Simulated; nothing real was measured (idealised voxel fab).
process module | voxel self aligned vias
cross-section cut | 285 nm wide | cells 5 nm
A cross-section is a grid of square cells, given in bands from the top down. A band is one or more rows of cells.
Each band's line starts with the height of the band's top and of its bottom, in nm. Then come its materials from left to right, each with its width in nm. One material with "throughout" fills the band from edge to edge. "air" is empty space.
Height 0 is the level under which the wafer as received is all one material. The lowest band goes on downwards, as in "0 down".
A width such as "30 to 40" changes by the same amount from each row of cells to the next, from the band's top row to its bottom row.
"no change" after a step means that no cell of the cross-section changed.
closed voids: empty space of 8 cells or more with no open way to the top, each as width x height at its distance from the left edge, in nm
after a step's settings: what the simulator itself notes on the step
overlay nm, on a step with a mask: how far to the right of its planned place the mask lay; to the left if negative
plan
1 op RECEIVE | material Si
2 op CONFORMAL_DEP | material SiO2 | thk nm 10
3 op CONFORMAL_DEP | material SiCN | thk nm 5
4 op DIRECTIONAL_DEP | material SiO2 | thk nm 30
5 op PATTERN | tone open | mask id LINES | material resist | width nm 30 | pitch nm 60 | thk nm 15 | overlay nm 0
6 op DIRECTIONAL_ETCH | etch materials SiO2 | depth nm 30
7 op STRIP | etch materials resist
8 op CONFORMAL_DEP | material TiN | thk nm 5
9 op FILL_DEP | material W | thk nm 5
10 op CMP | height nm 45
11 op SELECTIVE_ETCH | etch materials W Ru TiN | depth nm 10
12 op FILL_DEP | material SiN | thk nm 5
13 op CMP | height nm 45
14 op DIRECTIONAL_DEP | material SiO2 | thk nm 15
15 op MASKED_ETCH | tone open | mask id VIAS | width nm 40 | pitch nm 60 | etch materials SiO2 | depth nm 15 | overlay nm 0
16 op MASKED_ETCH | tone open | mask id VIAS | width nm 40 | pitch nm 60 | etch materials SiN | depth nm 10 | overlay nm 0
17 op CONFORMAL_DEP | material TiN | thk nm 5
18 op FILL_DEP | material W | thk nm 10
19 op CMP | height nm 60
20 op CONFORMAL_DEP | material SiCN | thk nm 5
first wafer, as planned
as received, after step 1
  0 down: Si throughout
  closed voids: none
after step 2
  10 to 0: SiO2 throughout
  below 0: unchanged
after step 3
  15 to 10: SiCN throughout
  below 10: unchanged
after step 4
  45 to 15: SiO2 throughout
  below 15: unchanged
after step 5
  60 to 45: resist 95 | air 30 | resist 30 | air 30 | resist 100
  below 45: unchanged
after step 6
  60 to 45: resist 95 | air 30 | resist 30 | air 30 | resist 100
  45 to 15: SiO2 95 | air 30 | SiO2 30 | air 30 | SiO2 100
  below 15: unchanged
after step 7
  45 to 15: SiO2 95 | air 30 | SiO2 30 | air 30 | SiO2 100
  below 15: unchanged
after step 8
  50 to 45: TiN 100 | air 20 | TiN 40 | air 20 | TiN 105
  45 to 20: SiO2 95 | TiN 5 | air 20 | TiN 5 | SiO2 30 | TiN 5 | air 20 | TiN 5 | SiO2 100
  20 to 15: SiO2 95 | TiN 30 | SiO2 30 | TiN 30 | SiO2 100
  below 15: unchanged
after step 9
  55 to 50: W throughout
  50 to 45: TiN 100 | W 20 | TiN 40 | W 20 | TiN 105
  45 to 20: SiO2 95 | TiN 5 | W 20 | TiN 5 | SiO2 30 | TiN 5 | W 20 | TiN 5 | SiO2 100
  below 20: unchanged
after step 10
  45 to 20: SiO2 95 | TiN 5 | W 20 | TiN 5 | SiO2 30 | TiN 5 | W 20 | TiN 5 | SiO2 100
  below 20: unchanged
after step 11
  45 to 35: SiO2 95 | air 30 | SiO2 30 | air 30 | SiO2 100
  below 35: unchanged
after step 12
  50 to 45: SiN throughout
  45 to 35: SiO2 95 | SiN 30 | SiO2 30 | SiN 30 | SiO2 100
  below 35: unchanged
after step 13
  45 to 35: SiO2 95 | SiN 30 | SiO2 30 | SiN 30 | SiO2 100
  below 35: unchanged
after step 14
  60 to 45: SiO2 throughout
  below 45: unchanged
after step 15
  60 to 45: SiO2 90 | air 40 | SiO2 20 | air 40 | SiO2 95
  below 45: unchanged
after step 16
  60 to 45: SiO2 90 | air 40 | SiO2 20 | air 40 | SiO2 95
  45 to 35: SiO2 95 | air 30 | SiO2 30 | air 30 | SiO2 100
  below 35: unchanged
after step 17
  65 to 60: TiN 95 | air 30 | TiN 30 | air 30 | TiN 100
  60 to 50: SiO2 90 | TiN 5 | air 30 | TiN 5 | SiO2 20 | TiN 5 | air 30 | TiN 5 | SiO2 95
  50 to 40: SiO2 90 to 95 | TiN 10 to 5 | air 20 | TiN 10 to 5 | SiO2 20 to 30 | TiN 10 to 5 | air 20 | TiN 10 to 5 | SiO2 95 to 100
  40 to 35: SiO2 95 | TiN 30 | SiO2 30 | TiN 30 | SiO2 100
  below 35: unchanged
after step 18
  75 to 65: W throughout
  65 to 60: TiN 95 | W 30 | TiN 30 | W 30 | TiN 100
  60 to 50: SiO2 90 | TiN 5 | W 30 | TiN 5 | SiO2 20 | TiN 5 | W 30 | TiN 5 | SiO2 95
  50 to 40: SiO2 90 to 95 | TiN 10 to 5 | W 20 | TiN 10 to 5 | SiO2 20 to 30 | TiN 10 to 5 | W 20 | TiN 10 to 5 | SiO2 95 to 100
  below 40: unchanged
after step 19
  60 to 50: SiO2 90 | TiN 5 | W 30 | TiN 5 | SiO2 20 | TiN 5 | W 30 | TiN 5 | SiO2 95
  below 50: unchanged
after step 20
  65 to 60: SiCN throughout
  below 60: unchanged
second wafer: like start, like plan, one mistake. Through step 2 it matches the first wafer
when step 3 should have ended: no change
when step 4 should have ended
  40 to 0: SiO2 throughout
  below 0: unchanged
when step 5 should have ended
  55 to 40: resist 95 | air 30 | resist 30 | air 30 | resist 100
  below 40: unchanged
when step 6 should have ended
  55 to 40: resist 95 | air 30 | resist 30 | air 30 | resist 100
  40 to 10: SiO2 95 | air 30 | SiO2 30 | air 30 | SiO2 100
  below 10: unchanged
when step 7 should have ended
  40 to 10: SiO2 95 | air 30 | SiO2 30 | air 30 | SiO2 100
  below 10: unchanged
when step 8 should have ended
  45 to 40: TiN 100 | air 20 | TiN 40 | air 20 | TiN 105
  40 to 15: SiO2 95 | TiN 5 | air 20 | TiN 5 | SiO2 30 | TiN 5 | air 20 | TiN 5 | SiO2 100
  15 to 10: SiO2 95 | TiN 30 | SiO2 30 | TiN 30 | SiO2 100
  below 10: unchanged
when step 9 should have ended
  50 to 45: W throughout
  45 to 40: TiN 100 | W 20 | TiN 40 | W 20 | TiN 105
  40 to 15: SiO2 95 | TiN 5 | W 20 | TiN 5 | SiO2 30 | TiN 5 | W 20 | TiN 5 | SiO2 100
  below 15: unchanged
when step 10 should have ended
  45 to 40: TiN 100 | W 20 | TiN 40 | W 20 | TiN 105
  below 40: unchanged
when step 11 should have ended
  40 to 35: SiO2 95 | air 30 | SiO2 30 | air 30 | SiO2 100
  below 35: unchanged
when step 12 should have ended
  45 to 40: SiN throughout
  40 to 35: SiO2 95 | SiN 30 | SiO2 30 | SiN 30 | SiO2 100
  below 35: unchanged
when step 13 should have ended: no change
when step 14 should have ended
  60 to 45: SiO2 throughout
  below 45: unchanged
when step 15 should have ended
  60 to 45: SiO2 90 | air 40 | SiO2 20 | air 40 | SiO2 95
  below 45: unchanged
when step 16 should have ended
  60 to 45: SiO2 90 | air 40 | SiO2 20 | air 40 | SiO2 95
  45 to 40: SiN 90 | air 40 | SiN 20 | air 40 | SiN 95
  40 to 35: SiO2 95 | air 30 | SiO2 30 | air 30 | SiO2 100
  below 35: unchanged
when step 17 should have ended
  65 to 60: TiN 95 | air 30 | TiN 30 | air 30 | TiN 100
  60 to 45: SiO2 90 | TiN 5 | air 30 | TiN 5 | SiO2 20 | TiN 5 | air 30 | TiN 5 | SiO2 95
  45 to 40: SiN 90 | TiN 10 | air 20 | TiN 10 | SiN 20 | TiN 10 | air 20 | TiN 10 | SiN 95
  40 to 35: SiO2 95 | TiN 30 | SiO2 30 | TiN 30 | SiO2 100
  below 35: unchanged
when step 18 should have ended
  75 to 65: W throughout
  65 to 60: TiN 95 | W 30 | TiN 30 | W 30 | TiN 100
  60 to 45: SiO2 90 | TiN 5 | W 30 | TiN 5 | SiO2 20 | TiN 5 | W 30 | TiN 5 | SiO2 95
  45 to 40: SiN 90 | TiN 10 | W 20 | TiN 10 | SiN 20 | TiN 10 | W 20 | TiN 10 | SiN 95
  below 40: unchanged
when step 19 should have ended
  60 to 45: SiO2 90 | TiN 5 | W 30 | TiN 5 | SiO2 20 | TiN 5 | W 30 | TiN 5 | SiO2 95
  below 45: unchanged
when step 20 should have ended
  65 to 60: SiCN throughout
  below 60: unchanged
what went wrong: step 3 was left out
at the end the second wafer has, in cells: 57 fewer of SiCN | 41 more of SiN | 4 more of TiN | 12 more of W
